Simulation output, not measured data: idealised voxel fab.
Proc. module: voxel gate over fins
Cross-sectional view cut (width: 175 nm; square cell size: 5 nm).
We lay out every cross-section as a grid of square cells and spell it out in bands from the top down, where one band means one or more rows of cells.
Each band's line starts with the height of the band's top and of its bottom, in nm. Then come its materials from left to right, each with its width in nm. One material with "everywhere" fills the band from edge to edge. "air" is empty space.
Height is counted from the level 0, under which the received wafer is composed throughout of one material. The lowest of the bands is not closed at the bottom but continues downward, in the notation "0 -> down".
So if you see something like "30..40" for the width, read it as the top row of the band sitting at the first number and the bottom row at the second, with every row in between moving by the same amount as the last.
Reading "nothing got changed" for a step: not a cell of the cross-section changed in it.
"Fully closed voids" means: voids of 8 cells or more that are shut off from the top with no open way through. Written width x height at distance, distance from the left edge, in nm.
Heads up: the bit after the settings on a step's line is the simulator's remark on that step.
The "overlay nm" setting may appear on a step's line; for a step that uses a mask, it gives how far to the right of its planned position the mask lay, and a negative value indicates the left.

# Process steps foreseen in the plan
1) RECEIVE, material Si
2) CONFORMAL_DEP, material SiN, thk nm 10
3) MASKED_ETCH, tone cover, mask id FINS, width nm 15, pitch nm 45, etch materials SiN, depth nm 10, overlay nm 0
4) MASKED_ETCH, tone cover, mask id FINS, width nm 15, pitch nm 45, etch materials Si, depth nm 30, overlay nm 0
5) OXIDIZE, depth nm 5
6) FILL_DEP, material SiO2, thk nm 5
7) CMP, height nm 10
8) SELECTIVE_ETCH, etch materials SiO2, depth nm 20
9) STRIP, etch materials SiN
10) CONFORMAL_DEP, material HfO2, thk nm 5
11) CONFORMAL_DEP, material TiN, thk nm 5
12) CONFORMAL_DEP, material TiAl, thk nm 5
13) CONFORMAL_DEP, material TiN, thk nm 5
14) FILL_DEP, material W, thk nm 10
15) CMP, height nm 25
16) CONFORMAL_DEP, material SiCN, thk nm 5

# Incoming wafer, cross-sectional view, post step 1
  0 -> down  Si everywhere
  Fully closed voids: none

# End-of-module XS, first of two wafers, run as planned
  30 -> 25  SiCN everywhere
  25 -> 20  W everywhere
  20 -> 15  W (20) / TiN (135) / W (20)
  15 -> 10  W (20) / TiN (5) / TiAl (35) / TiN (10) / TiAl (35) / TiN (10) / TiAl (35) / TiN (5) / W (20)
  10 -> 5  TiN (25) / TiAl (5) / TiN (25) / TiAl (5) / TiN (10) / TiAl (5) / TiN (25) / TiAl (5) / TiN (10) / TiAl (5) / TiN (25) / TiAl (5) / TiN (25)
  5 -> 0  TiAl (30) / TiN (5) / HfO2 (15) / TiN (5) / TiAl (20) / TiN (5) / HfO2 (15) / TiN (5) / TiAl (20) / TiN (5) / HfO2 (15) / TiN (5) / TiAl (30)
  0 -> -5  TiN (35) / HfO2 (5) / Si (5) / HfO2 (5) / TiN (30) / HfO2 (5) / Si (5) / HfO2 (5) / TiN (30) / HfO2 (5) / Si (5) / HfO2 (5) / TiN (35)
  -5 -> -10  HfO2 (40) / Si (5) / HfO2 (40) / Si (5) / HfO2 (40) / Si (5) / HfO2 (40)
  -10 -> -35  SiO2 (40) / Si (5) / SiO2 (40) / Si (5) / SiO2 (40) / Si (5) / SiO2 (40)
  -35 -> down  Si everywhere
  Fully closed voids: none

# This cross-section belongs to the second wafer of two at the end of the module; the start and the plan were shared with the first, and the run included one mistake
  30 -> 25  SiCN everywhere
  25 -> 20  W everywhere
  20 -> 15  W (20) / TiN (135) / W (20)
  15 -> 10  W (20) / TiN (5) / TiAl (35) / TiN (10) / TiAl (35) / TiN (10) / TiAl (35) / TiN (5) / W (20)
  10 -> 5  TiN (25) / TiAl (5) / HfO2 (25) / TiAl (5) / TiN (10) / TiAl (5) / HfO2 (25) / TiAl (5) / TiN (10) / TiAl (5) / HfO2 (25) / TiAl (5) / TiN (25)
  5 -> 0  TiAl (30) / HfO2 (5) / TiN (15) / HfO2 (5) / TiAl (20) / HfO2 (5) / TiN (15) / HfO2 (5) / TiAl (20) / HfO2 (5) / TiN (15) / HfO2 (5) / TiAl (30)
  0 -> -5  HfO2 (35) / TiN (5) / Si (5) / TiN (5) / HfO2 (30) / TiN (5) / Si (5) / TiN (5) / HfO2 (30) / TiN (5) / Si (5) / TiN (5) / HfO2 (35)
  -5 -> -10  TiN (40) / Si (5) / TiN (40) / Si (5) / TiN (40) / Si (5) / TiN (40)
  -10 -> -35  SiO2 (40) / Si (5) / SiO2 (40) / Si (5) / SiO2 (40) / Si (5) / SiO2 (40)
  -35 -> down  Si everywhere
  Fully closed voids: none
The plan and the run diverged here: steps 10 and 11 were swapped
at the end the second wafer has, in cells: as many of each material as the first, in other places
